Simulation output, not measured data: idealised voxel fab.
Documented hereafter: the process module known as voxel self aligned vias.
Cross-section cut: width 180 nm, square cells of 5 nm.
Bands, listed from the top down, are how a cross-section gets written in this document; the cross-section itself is a grid of square cells, and a band is one or more rows of them.
Each band's line starts with the height of the band's top and of its bottom, in nm. Then come its materials from left to right, each with its width in nm. One material with "everywhere" fills the band from edge to edge. "air" is empty space.
Height datum 0, below which the as-received substrate wafer is one material. Lowest band open at the bottom, running downward: "z 0 and below".
So if you see something like "30->40" for the width, read it as the top row of the band sitting at the first number and the bottom row at the second, with every row in between moving by the same amount as the last.
Any step labelled "remains unaltered" changed none of the cells in the cross-section.
Closed-off voids of 8+ cells (no open route to the top) go in "Voids lacking openings", written width x height at distance from the left edge, in nm.
Heads up: the bit after the settings on a step's line is the simulator's remark on that step.
If you see "overlay nm" on a step's line and that step has a mask, it's telling you how far right of where it was planned the mask ended up; a negative number means it went left instead.
Planned step list for the process:
1,RECEIVE [material Si]
2,CONFORMAL_DEP [material SiO2] [thk nm 10]
3,CONFORMAL_DEP [material SiCN] [thk nm 5]
4,DIRECTIONAL_DEP [material lowk] [thk nm 25]
5,MASKED_ETCH [tone open] [mask id LINES] [width nm 30] [pitch nm 75] [etch materials lowk] [depth nm 25] [overlay nm 0]
6,CONFORMAL_DEP [material TiN] [thk nm 5]
7,FILL_DEP [material Ru] [thk nm 5]
8,CMP [height nm 40]
9,SELECTIVE_ETCH [etch materials W Ru TiN] [depth nm 5]
10,FILL_DEP [material SiN] [thk nm 5]
11,CMP [height nm 40]
12,DIRECTIONAL_DEP [material lowk] [thk nm 20]
13,DIRECTIONAL_DEP [material aC] [thk nm 15]
14,PATTERN [tone open] [mask id VIAS] [material resist] [width nm 50] [pitch nm 75] [thk nm 30] [overlay nm 0]
15,DIRECTIONAL_ETCH [etch materials aC] [depth nm 15]
16,STRIP [etch materials resist]
17,DIRECTIONAL_ETCH [etch materials lowk] [depth nm 20]
18,DIRECTIONAL_ETCH [etch materials SiN] [depth nm 5]
19,STRIP [etch materials aC]
20,CONFORMAL_DEP [material TiN] [thk nm 5]
21,FILL_DEP [material Ru] [thk nm 5]
22,CMP [height nm 60]
23,CONFORMAL_DEP [material SiN] [thk nm 5]
Of two wafers, the first: run according to plan:
Wafer as received: cross-section following step 1:
  z 0 and below: Si everywhere
  Voids lacking openings: none
State of the wafer after step 2, shown in cross-section:
  z 10 to 0: SiO2 everywhere
  Anything lower than 0 is untouched.
State of the wafer after step 3, shown in cross-section:
  z 15 to 10: SiCN everywhere
  Anything lower than 10 is untouched.
State of the wafer after step 4, shown in cross-section:
  z 40 to 15: lowk everywhere
  Anything lower than 15 is untouched.
State of the wafer after step 5, shown in cross-section:
  z 40 to 15: lowk (35) / air (30) / lowk (45) / air (30) / lowk (40)
  Anything lower than 15 is untouched.
State of the wafer after step 6, shown in cross-section:
  z 45 to 40: TiN (40) / air (20) / TiN (55) / air (20) / TiN (45)
  z 40 to 20: lowk (35) / TiN (5) / air (20) / TiN (5) / lowk (45) / TiN (5) / air (20) / TiN (5) / lowk (40)
  z 20 to 15: lowk (35) / TiN (30) / lowk (45) / TiN (30) / lowk (40)
  Anything lower than 15 is untouched.
State of the wafer after step 7, shown in cross-section:
  z 50 to 45: Ru everywhere
  z 45 to 40: TiN (40) / Ru (20) / TiN (55) / Ru (20) / TiN (45)
  z 40 to 20: lowk (35) / TiN (5) / Ru (20) / TiN (5) / lowk (45) / TiN (5) / Ru (20) / TiN (5) / lowk (40)
  Anything lower than 20 is untouched.
State of the wafer after step 8, shown in cross-section:
  z 40 to 20: lowk (35) / TiN (5) / Ru (20) / TiN (5) / lowk (45) / TiN (5) / Ru (20) / TiN (5) / lowk (40)
  Anything lower than 20 is untouched.
State of the wafer after step 9, shown in cross-section:
  z 40 to 35: lowk (35) / air (30) / lowk (45) / air (30) / lowk (40)
  Anything lower than 35 is untouched.
State of the wafer after step 10, shown in cross-section:
  z 45 to 40: SiN everywhere
  z 40 to 35: lowk (35) / SiN (30) / lowk (45) / SiN (30) / lowk (40)
  Anything lower than 35 is untouched.
State of the wafer after step 11, shown in cross-section:
  z 40 to 35: lowk (35) / SiN (30) / lowk (45) / SiN (30) / lowk (40)
  Anything lower than 35 is untouched.
State of the wafer after step 12, shown in cross-section:
  z 60 to 40: lowk everywhere
  Anything lower than 40 is untouched.
State of the wafer after step 13, shown in cross-section:
  z 75 to 60: aC everywhere
  Anything lower than 60 is untouched.
State of the wafer after step 14, shown in cross-section:
  z 105 to 75: resist (25) / air (50) / resist (25) / air (50) / resist (30)
  Anything lower than 75 is untouched.
State of the wafer after step 15, shown in cross-section:
  z 90 to 75: resist (25) / air (50) / resist (25) / air (50) / resist (30)
  z 75 to 60: aC (25) / air (50) / aC (25) / air (50) / aC (30)
  Anything lower than 60 is untouched.
State of the wafer after step 16, shown in cross-section:
  z 75 to 60: aC (25) / air (50) / aC (25) / air (50) / aC (30)
  Anything lower than 60 is untouched.
State of the wafer after step 17, shown in cross-section:
  z 75 to 60: aC (25) / air (50) / aC (25) / air (50) / aC (30)
  z 60 to 40: lowk (25) / air (50) / lowk (25) / air (50) / lowk (30)
  Anything lower than 40 is untouched.
State of the wafer after step 18, shown in cross-section:
  z 75 to 60: aC (25) / air (50) / aC (25) / air (50) / aC (30)
  z 60 to 40: lowk (25) / air (50) / lowk (25) / air (50) / lowk (30)
  z 40 to 35: lowk (35) / air (30) / lowk (45) / air (30) / lowk (40)
  Anything lower than 35 is untouched.
State of the wafer after step 19, shown in cross-section:
  z 60 to 40: lowk (25) / air (50) / lowk (25) / air (50) / lowk (30)
  Anything lower than 40 is untouched.
State of the wafer after step 20, shown in cross-section:
  z 65 to 60: TiN (30) / air (40) / TiN (35) / air (40) / TiN (35)
  z 60 to 45: lowk (25) / TiN (5) / air (40) / TiN (5) / lowk (25) / TiN (5) / air (40) / TiN (5) / lowk (30)
  z 45 to 40: lowk (25) / TiN (15) / air (20) / TiN (15) / lowk (25) / TiN (15) / air (20) / TiN (15) / lowk (30)
  z 40 to 35: lowk (35) / TiN (30) / lowk (45) / TiN (30) / lowk (40)
  Anything lower than 35 is untouched.
State of the wafer after step 21, shown in cross-section:
  z 70 to 65: Ru everywhere
  z 65 to 60: TiN (30) / Ru (40) / TiN (35) / Ru (40) / TiN (35)
  z 60 to 45: lowk (25) / TiN (5) / Ru (40) / TiN (5) / lowk (25) / TiN (5) / Ru (40) / TiN (5) / lowk (30)
  z 45 to 40: lowk (25) / TiN (15) / Ru (20) / TiN (15) / lowk (25) / TiN (15) / Ru (20) / TiN (15) / lowk (30)
  Anything lower than 40 is untouched.
State of the wafer after step 22, shown in cross-section:
  z 60 to 45: lowk (25) / TiN (5) / Ru (40) / TiN (5) / lowk (25) / TiN (5) / Ru (40) / TiN (5) / lowk (30)
  Anything lower than 45 is untouched.
State of the wafer after step 23, shown in cross-section:
  z 65 to 60: SiN everywhere
  Anything lower than 60 is untouched.
Second wafer - shared start and plan with the first - one error in running - same as the first up to step 13 inclusive:
Cross-section of the second wafer corresponding to the planned conclusion of step 14:
  z 105 to 75: air (25) / resist (50) / air (25) / resist (50) / air (30)
  Anything lower than 75 is untouched.
Cross-section of the second wafer corresponding to the planned conclusion of step 15:
  z 90 to 75: air (25) / resist (50) / air (25) / resist (50) / air (30)
  z 75 to 60: air (25) / aC (50) / air (25) / aC (50) / air (30)
  Anything lower than 60 is untouched.
Cross-section of the second wafer corresponding to the planned conclusion of step 16:
  z 75 to 60: air (25) / aC (50) / air (25) / aC (50) / air (30)
  Anything lower than 60 is untouched.
Cross-section of the second wafer corresponding to the planned conclusion of step 17:
  z 75 to 60: air (25) / aC (50) / air (25) / aC (50) / air (30)
  z 60 to 40: air (25) / lowk (50) / air (25) / lowk (50) / air (30)
  Anything lower than 40 is untouched.
Cross-section of the second wafer corresponding to the planned conclusion of step 18: remains unaltered
Cross-section of the second wafer corresponding to the planned conclusion of step 19:
  z 60 to 40: air (25) / lowk (50) / air (25) / lowk (50) / air (30)
  Anything lower than 40 is untouched.
Cross-section of the second wafer corresponding to the planned conclusion of step 20:
  z 65 to 60: air (20) / TiN (60) / air (15) / TiN (60) / air (25)
  z 60 to 45: air (20) / TiN (5) / lowk (50) / TiN (5) / air (15) / TiN (5) / lowk (50) / TiN (5) / air (25)
  z 45 to 40: TiN (25) / lowk (50) / TiN (25) / lowk (50) / TiN (30)
  Anything lower than 40 is untouched.
Cross-section of the second wafer corresponding to the planned conclusion of step 21:
  z 70 to 65: Ru everywhere
  z 65 to 60: Ru (20) / TiN (60) / Ru (15) / TiN (60) / Ru (25)
  z 60 to 45: Ru (20) / TiN (5) / lowk (50) / TiN (5) / Ru (15) / TiN (5) / lowk (50) / TiN (5) / Ru (25)
  Anything lower than 45 is untouched.
Cross-section of the second wafer corresponding to the planned conclusion of step 22:
  z 60 to 45: Ru (20) / TiN (5) / lowk (50) / TiN (5) / Ru (15) / TiN (5) / lowk (50) / TiN (5) / Ru (25)
  Anything lower than 45 is untouched.
Cross-section of the second wafer corresponding to the planned conclusion of step 23:
  z 65 to 60: SiN everywhere
  Anything lower than 60 is untouched.
Where did the run depart from the plan? step 14 ran differently from the plan; actual operation with settings: PATTERN [tone cover] [mask id VIAS] [material resist] [width nm 50] [pitch nm 75] [thk nm 30] [overlay nm 0]
Looking at both finished wafers in cells, the second ends up ahead of or behind the first on some materials: Ru -20; SiN +12; TiN -8; lowk +16
